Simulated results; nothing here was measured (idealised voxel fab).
Name of the process module below: voxel quadruple lines
This is section cut - it's 255 nm across, gridded in 5 nm square cells.
Cross-section, as written here: a square-cell grid given band by band from the top down, where a band holds one or more rows of cells.
Top height, bottom height, nm. Materials left to right, width each, nm. Single material + "full width" = fills band edge to edge. "blank" = empty.
Ref level 0: as-received wafer is one material below here. Bottom band extends down with no lower bound ("top 0, no bottom").
When a width is written as two numbers, as in "30 to 40", the first number is the width in the top row of cells of the band and the second is the width in its bottom row, and the width changes by the same amount from each row to the next.
Take "everything unchanged" at face value: in the step it is given for, the cross-section changed in none of its cells.
Entry "Trapped cavities". Content: empty spaces with no open connection to the top, size 8 cells or greater. Each: width x height at distance. Distance: from left edge. Unit: nm.
Anything after a step's settings on that line? It's the simulator's own note about the step.
overlay nm: step with mask; distance mask lay right of planned place; negative value = left of planned place.

THE PLANNED PROCESS STEPS ARE ENUMERATED HEREUNDER
1,RECEIVE [material Si]
2,CONFORMAL_DEP [material SiO2] [thk nm 10]
3,DIRECTIONAL_DEP [material Ru] [thk nm 10]
4,DIRECTIONAL_DEP [material polySi] [thk nm 20]
5,DIRECTIONAL_DEP [material aC] [thk nm 20]
6,PATTERN [tone cover] [mask id MANDREL] [material resist] [width nm 35] [thk nm 30] [overlay nm 0]
7,DIRECTIONAL_ETCH [etch materials aC] [depth nm 20]
8,STRIP [etch materials resist]
9,CONFORMAL_DEP [material SiO2] [thk nm 15]
10,DIRECTIONAL_ETCH [etch materials SiO2] [depth nm 15]
11,STRIP [etch materials aC]
12,DIRECTIONAL_ETCH [etch materials polySi] [depth nm 20]
13,STRIP [etch materials SiO2]
14,CONFORMAL_DEP [material SiCN] [thk nm 10]
15,DIRECTIONAL_ETCH [etch materials SiCN] [depth nm 10]
16,STRIP [etch materials polySi]
17,DIRECTIONAL_ETCH [etch materials Ru] [depth nm 10]
18,STRIP [etch materials SiCN]
19,FILL_DEP [material lowk] [thk nm 5]
20,CMP [height nm 20]

FIRST OF TWO WAFERS - AS PLANNED

AS RECEIVED (POST STEP 1): CROSS-SECTION
- top 0, no bottom = Si full width
- Trapped cavities: none

CROSS-SECTION: WAFER STATE AFTER STEP 2
- top 10, bottom 0 = SiO2 full width
- Below 0, the layers are the same as they were.

CROSS-SECTION: WAFER STATE AFTER STEP 3
- top 20, bottom 10 = Ru full width
- Below 10, the layers are the same as they were.

CROSS-SECTION: WAFER STATE AFTER STEP 4
- top 40, bottom 20 = polySi full width
- Below 20, the layers are the same as they were.

CROSS-SECTION: WAFER STATE AFTER STEP 5
- top 60, bottom 40 = aC full width
- Below 40, the layers are the same as they were.

CROSS-SECTION: WAFER STATE AFTER STEP 6
- top 90, bottom 60 = blank (110) / resist (35) / blank (110)
- Below 60, the layers are the same as they were.

CROSS-SECTION: WAFER STATE AFTER STEP 7
- top 70, bottom 60 = blank (110) / resist (35) / blank (110)
- top 60, bottom 40 = blank (110) / aC (35) / blank (110)
- Below 40, the layers are the same as they were.

CROSS-SECTION: WAFER STATE AFTER STEP 8
- top 60, bottom 40 = blank (110) / aC (35) / blank (110)
- Below 40, the layers are the same as they were.

CROSS-SECTION: WAFER STATE AFTER STEP 9
- top 75, bottom 60 = blank (95) / SiO2 (65) / blank (95)
- top 60, bottom 55 = blank (95) / SiO2 (15) / aC (35) / SiO2 (15) / blank (95)
- top 55, bottom 40 = SiO2 (110) / aC (35) / SiO2 (110)
- Below 40, the layers are the same as they were.

CROSS-SECTION: WAFER STATE AFTER STEP 10
- top 60, bottom 40 = blank (95) / SiO2 (15) / aC (35) / SiO2 (15) / blank (95)
- Below 40, the layers are the same as they were.

CROSS-SECTION: WAFER STATE AFTER STEP 11
- top 60, bottom 40 = blank (95) / SiO2 (15) / blank (35) / SiO2 (15) / blank (95)
- Below 40, the layers are the same as they were.

CROSS-SECTION: WAFER STATE AFTER STEP 12
- top 60, bottom 40 = blank (95) / SiO2 (15) / blank (35) / SiO2 (15) / blank (95)
- top 40, bottom 20 = blank (95) / polySi (15) / blank (35) / polySi (15) / blank (95)
- Below 20, the layers are the same as they were.

CROSS-SECTION: WAFER STATE AFTER STEP 13
- top 40, bottom 20 = blank (95) / polySi (15) / blank (35) / polySi (15) / blank (95)
- Below 20, the layers are the same as they were.

CROSS-SECTION: WAFER STATE AFTER STEP 14
- top 50, bottom 40 = blank (85) / SiCN (35) / blank (15) / SiCN (35) / blank (85)
- top 40, bottom 30 = blank (85) / SiCN (10) / polySi (15) / SiCN (10) / blank (15) / SiCN (10) / polySi (15) / SiCN (10) / blank (85)
- top 30, bottom 20 = SiCN (95) / polySi (15) / SiCN (35) / polySi (15) / SiCN (95)
- Below 20, the layers are the same as they were.

CROSS-SECTION: WAFER STATE AFTER STEP 15
- top 40, bottom 20 = blank (85) / SiCN (10) / polySi (15) / SiCN (10) / blank (15) / SiCN (10) / polySi (15) / SiCN (10) / blank (85)
- Below 20, the layers are the same as they were.

CROSS-SECTION: WAFER STATE AFTER STEP 16
- top 40, bottom 20 = blank (85) / SiCN (10) / blank (15) / SiCN (10) / blank (15) / SiCN (10) / blank (15) / SiCN (10) / blank (85)
- Below 20, the layers are the same as they were.

CROSS-SECTION: WAFER STATE AFTER STEP 17
- top 40, bottom 20 = blank (85) / SiCN (10) / blank (15) / SiCN (10) / blank (15) / SiCN (10) / blank (15) / SiCN (10) / blank (85)
- top 20, bottom 10 = blank (85) / Ru (10) / blank (15) / Ru (10) / blank (15) / Ru (10) / blank (15) / Ru (10) / blank (85)
- Below 10, the layers are the same as they were.

CROSS-SECTION: WAFER STATE AFTER STEP 18
- top 20, bottom 10 = blank (85) / Ru (10) / blank (15) / Ru (10) / blank (15) / Ru (10) / blank (15) / Ru (10) / blank (85)
- Below 10, the layers are the same as they were.

CROSS-SECTION: WAFER STATE AFTER STEP 19
- top 25, bottom 20 = lowk full width
- top 20, bottom 10 = lowk (85) / Ru (10) / lowk (15) / Ru (10) / lowk (15) / Ru (10) / lowk (15) / Ru (10) / lowk (85)
- Below 10, the layers are the same as they were.

CROSS-SECTION: WAFER STATE AFTER STEP 20
- top 20, bottom 10 = lowk (85) / Ru (10) / lowk (15) / Ru (10) / lowk (15) / Ru (10) / lowk (15) / Ru (10) / lowk (85)
- Below 10, the layers are the same as they were.

WAFER TWO OF TWO - SAME STARTING POINT, SAME PROCESS PLAN, ONE MISTAKE IN EXECUTION; MATCHES WAFER ONE UP TO AND INCLUDING STEP 5

SECOND WAFER, SECTION VIEW, TIME POINT: SCHEDULED END OF STEP 6
- top 90, bottom 60 = blank (105) / resist (35) / blank (115)
- Below 60, the layers are the same as they were.

SECOND WAFER, SECTION VIEW, TIME POINT: SCHEDULED END OF STEP 7
- top 70, bottom 60 = blank (105) / resist (35) / blank (115)
- top 60, bottom 40 = blank (105) / aC (35) / blank (115)
- Below 40, the layers are the same as they were.

SECOND WAFER, SECTION VIEW, TIME POINT: SCHEDULED END OF STEP 8
- top 60, bottom 40 = blank (105) / aC (35) / blank (115)
- Below 40, the layers are the same as they were.

SECOND WAFER, SECTION VIEW, TIME POINT: SCHEDULED END OF STEP 9
- top 75, bottom 60 = blank (90) / SiO2 (65) / blank (100)
- top 60, bottom 55 = blank (90) / SiO2 (15) / aC (35) / SiO2 (15) / blank (100)
- top 55, bottom 40 = SiO2 (105) / aC (35) / SiO2 (115)
- Below 40, the layers are the same as they were.

SECOND WAFER, SECTION VIEW, TIME POINT: SCHEDULED END OF STEP 10
- top 60, bottom 40 = blank (90) / SiO2 (15) / aC (35) / SiO2 (15) / blank (100)
- Below 40, the layers are the same as they were.

SECOND WAFER, SECTION VIEW, TIME POINT: SCHEDULED END OF STEP 11
- top 60, bottom 40 = blank (90) / SiO2 (15) / blank (35) / SiO2 (15) / blank (100)
- Below 40, the layers are the same as they were.

SECOND WAFER, SECTION VIEW, TIME POINT: SCHEDULED END OF STEP 12
- top 60, bottom 40 = blank (90) / SiO2 (15) / blank (35) / SiO2 (15) / blank (100)
- top 40, bottom 20 = blank (90) / polySi (15) / blank (35) / polySi (15) / blank (100)
- Below 20, the layers are the same as they were.

SECOND WAFER, SECTION VIEW, TIME POINT: SCHEDULED END OF STEP 13
- top 40, bottom 20 = blank (90) / polySi (15) / blank (35) / polySi (15) / blank (100)
- Below 20, the layers are the same as they were.

SECOND WAFER, SECTION VIEW, TIME POINT: SCHEDULED END OF STEP 14
- top 50, bottom 40 = blank (80) / SiCN (35) / blank (15) / SiCN (35) / blank (90)
- top 40, bottom 30 = blank (80) / SiCN (10) / polySi (15) / SiCN (10) / blank (15) / SiCN (10) / polySi (15) / SiCN (10) / blank (90)
- top 30, bottom 20 = SiCN (90) / polySi (15) / SiCN (35) / polySi (15) / SiCN (100)
- Below 20, the layers are the same as they were.

SECOND WAFER, SECTION VIEW, TIME POINT: SCHEDULED END OF STEP 15
- top 40, bottom 20 = blank (80) / SiCN (10) / polySi (15) / SiCN (10) / blank (15) / SiCN (10) / polySi (15) / SiCN (10) / blank (90)
- Below 20, the layers are the same as they were.

SECOND WAFER, SECTION VIEW, TIME POINT: SCHEDULED END OF STEP 16
- top 40, bottom 20 = blank (80) / SiCN (10) / blank (15) / SiCN (10) / blank (15) / SiCN (10) / blank (15) / SiCN (10) / blank (90)
- Below 20, the layers are the same as they were.

SECOND WAFER, SECTION VIEW, TIME POINT: SCHEDULED END OF STEP 17
- top 40, bottom 20 = blank (80) / SiCN (10) / blank (15) / SiCN (10) / blank (15) / SiCN (10) / blank (15) / SiCN (10) / blank (90)
- top 20, bottom 10 = blank (80) / Ru (10) / blank (15) / Ru (10) / blank (15) / Ru (10) / blank (15) / Ru (10) / blank (90)
- Below 10, the layers are the same as they were.

SECOND WAFER, SECTION VIEW, TIME POINT: SCHEDULED END OF STEP 18
- top 20, bottom 10 = blank (80) / Ru (10) / blank (15) / Ru (10) / blank (15) / Ru (10) / blank (15) / Ru (10) / blank (90)
- Below 10, the layers are the same as they were.

SECOND WAFER, SECTION VIEW, TIME POINT: SCHEDULED END OF STEP 19
- top 25, bottom 20 = lowk full width
- top 20, bottom 10 = lowk (80) / Ru (10) / lowk (15) / Ru (10) / lowk (15) / Ru (10) / lowk (15) / Ru (10) / lowk (90)
- Below 10, the layers are the same as they were.

SECOND WAFER, SECTION VIEW, TIME POINT: SCHEDULED END OF STEP 20
- top 20, bottom 10 = lowk (80) / Ru (10) / lowk (15) / Ru (10) / lowk (15) / Ru (10) / lowk (15) / Ru (10) / lowk (90)
- Below 10, the layers are the same as they were.
Deviation from plan: step 6 ran with different settings than intended, the actual operation and settings being PATTERN [tone cover] [mask id MANDREL] [material resist] [width nm 35] [thk nm 30] [overlay nm -5]
The two final wafers agree on how many cells each material fills and disagree on which cells those are.
